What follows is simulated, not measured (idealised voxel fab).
voxel capacitor over wiring: a process module
Cross-section cut: width 245 nm, square cells of 5 nm.
Cross-section spec: square-cell grid; bands listed top down; each band is one or more rows. Band: top and bottom heights (nm) first, top before bottom; then materials from left to right, widths in nm. "edge to edge" marks a sole material filling the band edge to edge. "empty" denotes empty space. Convention: height 0 is the level below which the wafer, as received, is all one material. The lowest band does not terminate at the bottom but continues downward, represented as "z 0 and below". Per-row width for "30->40": begins at first number (top row of band), ends at second number (bottom row), increment between rows held constant. Basically "all unchanged" means that step didn't change any cell in the cross-section. "Sealed internal cavities" specifies each empty space that is not open to the top and that occupies no fewer than 8 cells, using the form width x height at distance, the distance measured from the left edge and all three quantities in nm. On a step's line, text after the settings is the simulator commenting on that step. The setting "overlay nm" may be written on the line of a step. When the step uses a mask, the value reports how far to the right of the planned place the mask lay, and a negative value reports that it lay to the left.
# The steps planned for the process are as follows
1,RECEIVE with material Si
2,CONFORMAL_DEP with material SiO2, thk nm 15
3,CONFORMAL_DEP with material SiCN, thk nm 5
4,DIRECTIONAL_DEP with material SiO2, thk nm 25
5,DIRECTIONAL_DEP with material aC, thk nm 15
6,PATTERN with tone open, mask id METAL_1, material resist, width nm 25, pitch nm 80, thk nm 30, overlay nm 0
7,DIRECTIONAL_ETCH with etch materials aC, depth nm 15
8,STRIP with etch materials resist
9,DIRECTIONAL_ETCH with etch materials SiO2, depth nm 25
10,DIRECTIONAL_ETCH with etch materials SiCN, depth nm 5
11,STRIP with etch materials aC
12,CONFORMAL_DEP with material TiN, thk nm 5
13,FILL_DEP with material Cu, thk nm 5
14,CMP with height nm 45
15,CONFORMAL_DEP with material SiCN, thk nm 5
16,DIRECTIONAL_DEP with material SiO2, thk nm 10
17,DIRECTIONAL_DEP with material aC, thk nm 10
18,PATTERN with tone open, mask id PLUG_1, material resist, width nm 15, thk nm 25, overlay nm 0
19,DIRECTIONAL_ETCH with etch materials aC, depth nm 10
20,STRIP with etch materials resist
21,DIRECTIONAL_ETCH with etch materials SiO2, depth nm 5
22,DIRECTIONAL_ETCH with etch materials SiCN, depth nm 5
23,STRIP with etch materials aC
24,CONFORMAL_DEP with material TiN, thk nm 5
25,FILL_DEP with material Ru, thk nm 5
26,CMP with height nm 60
27,DIRECTIONAL_DEP with material TiN, thk nm 10
28,DIRECTIONAL_DEP with material HfO2, thk nm 5
29,DIRECTIONAL_DEP with material TiN, thk nm 5
30,DIRECTIONAL_DEP with material aC, thk nm 15
31,PATTERN with tone cover, mask id UPPER_PLATE, material resist, width nm 60, thk nm 30, overlay nm 0
32,DIRECTIONAL_ETCH with etch materials aC, depth nm 15
33,STRIP with etch materials resist
34,DIRECTIONAL_ETCH with etch materials TiN, depth nm 5
35,DIRECTIONAL_ETCH with etch materials HfO2, depth nm 5
36,STRIP with etch materials aC
37,PATTERN with tone cover, mask id LOWER_PLATE, material resist, width nm 70, thk nm 20, overlay nm 0
38,DIRECTIONAL_ETCH with etch materials TiN, depth nm 10
39,STRIP with etch materials resist
40,FILL_DEP with material SiO2, thk nm 20
41,CMP with height nm 95
42,PATTERN with tone open, mask id PLUG_2, material resist, width nm 15, thk nm 20, overlay nm 0
43,DIRECTIONAL_ETCH with etch materials SiO2, depth nm 15
44,STRIP with etch materials resist
45,CONFORMAL_DEP with material TiN, thk nm 5
46,FILL_DEP with material Ru, thk nm 5
47,CMP with height nm 95
48,CONFORMAL_DEP with material SiCN, thk nm 5
It is noted that the wafers described herein are identical at the outset and are distinguished by the depth nm of step 21; the value stated in the plan corresponds to the first wafer.
# First of several wafers, received after step 1, in cross-section
  z 0 and below: Si edge to edge
  Sealed internal cavities: none
# Heads up, this table goes wafer by wafer. A row tells you, at the end of the module, how many cells of each material that wafer has put on (+) or dropped (-) since it was received, and then its closed voids
depth nm 5, +30 Cu, +12 HfO2, +2 Ru, +137 SiCN, +719 SiO2, +80 TiN, Sealed internal cavities: none
depth nm 10, +30 Cu, +12 HfO2, +4 Ru, +134 SiCN, +716 SiO2, +84 TiN, Sealed internal cavities: none
depth nm 15, +30 Cu, +12 HfO2, +4 Ru, +134 SiCN, +716 SiO2, +84 TiN, Sealed internal cavities: none
depth nm 20, +30 Cu, +12 HfO2, +4 Ru, +134 SiCN, +716 SiO2, +84 TiN, Sealed internal cavities: none
depth nm 25, +30 Cu, +12 HfO2, +4 Ru, +134 SiCN, +716 SiO2, +84 TiN, Sealed internal cavities: none
